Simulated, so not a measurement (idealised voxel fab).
Process module heading - voxel trench capacitor
Square cell edge 5 nm, section width 245 nm, ID cut.
This document writes a cross-section as a grid whose cells are square, and gives it as bands, listed from the top down; one or more rows of cells form a band. The entry gives the band's vertical extent as a top height and a bottom height in nm, then its horizontal make-up as materials from left to right, each with a width in nm. "empty" stands for empty space; a single material marked "throughout" fills the band edge to edge. Height reference: 0 = level under which incoming wafer is all one material. Lowest band: no bottom, runs on downward, e.g. "from 0 down". Per-row width for "30->40": begins at first number (top row of band), ends at second number (bottom row), increment between rows held constant. Given "left unchanged" for a step, no cell of the cross-section differs between before and after that step. Listed in "Unvented cavities": every empty space of 8 or more cells without an open way to the top. Form: width x height at distance, the distance being from the left edge, all in nm. Note: text after step settings on the step line = simulator remark on that step. The line of a step may include "overlay nm". On a step with a mask, this value is how far to the right of its planned place the mask lay. A negative value means the mask lay to the left.
## Steps planned for the process
1,RECEIVE with material Si
2,CONFORMAL_DEP with material SiN, thk nm 5
3,PATTERN with tone open, mask id TRENCH, material resist, width nm 30, pitch nm 45, thk nm 15, overlay nm 0
4,DIRECTIONAL_ETCH with etch materials SiN, depth nm 5
5,DIRECTIONAL_ETCH with etch materials Si, depth nm 40
6,STRIP with etch materials resist
7,CONFORMAL_DEP with material HfO2, thk nm 5
8,CONFORMAL_DEP with material TiN, thk nm 5
9,FILL_DEP with material W, thk nm 5
10,CMP with height nm 5
## Step 1 complete: cross-section of the wafer as received
- from 0 down = Si throughout
- Unvented cavities: none
## Here's the wafer cut in cross-section after the module, started and planned just like above, except one thing was done wrong in the run
- from 5 to 0 = 40 of SiN  5 of TiN  5 of HfO2  10 of W  5 of HfO2  5 of TiN  15 of SiN  5 of TiN  5 of HfO2  10 of W  5 of HfO2  5 of TiN  15 of SiN  5 of TiN  5 of HfO2  10 of W  5 of HfO2  5 of TiN  15 of SiN  5 of TiN  5 of HfO2  10 of W  5 of HfO2  5 of TiN  40 of SiN
- from 0 to -30 = 40 of Si  5 of TiN  5 of HfO2  10 of W  5 of HfO2  5 of TiN  15 of Si  5 of TiN  5 of HfO2  10 of W  5 of HfO2  5 of TiN  15 of Si  5 of TiN  5 of HfO2  10 of W  5 of HfO2  5 of TiN  15 of Si  5 of TiN  5 of HfO2  10 of W  5 of HfO2  5 of TiN  40 of Si
- from -30 to -35 = 40 of Si  5 of TiN  20 of HfO2  5 of TiN  15 of Si  5 of TiN  20 of HfO2  5 of TiN  15 of Si  5 of TiN  20 of HfO2  5 of TiN  15 of Si  5 of TiN  20 of HfO2  5 of TiN  40 of Si
- from -35 to -40 = 40 of Si  30 of TiN  15 of Si  30 of TiN  15 of Si  30 of TiN  15 of Si  30 of TiN  40 of Si
- from -40 down = Si throughout
- Unvented cavities: none
what went wrong: contrary to the plan, steps 7 and 8 were processed in exchanged order
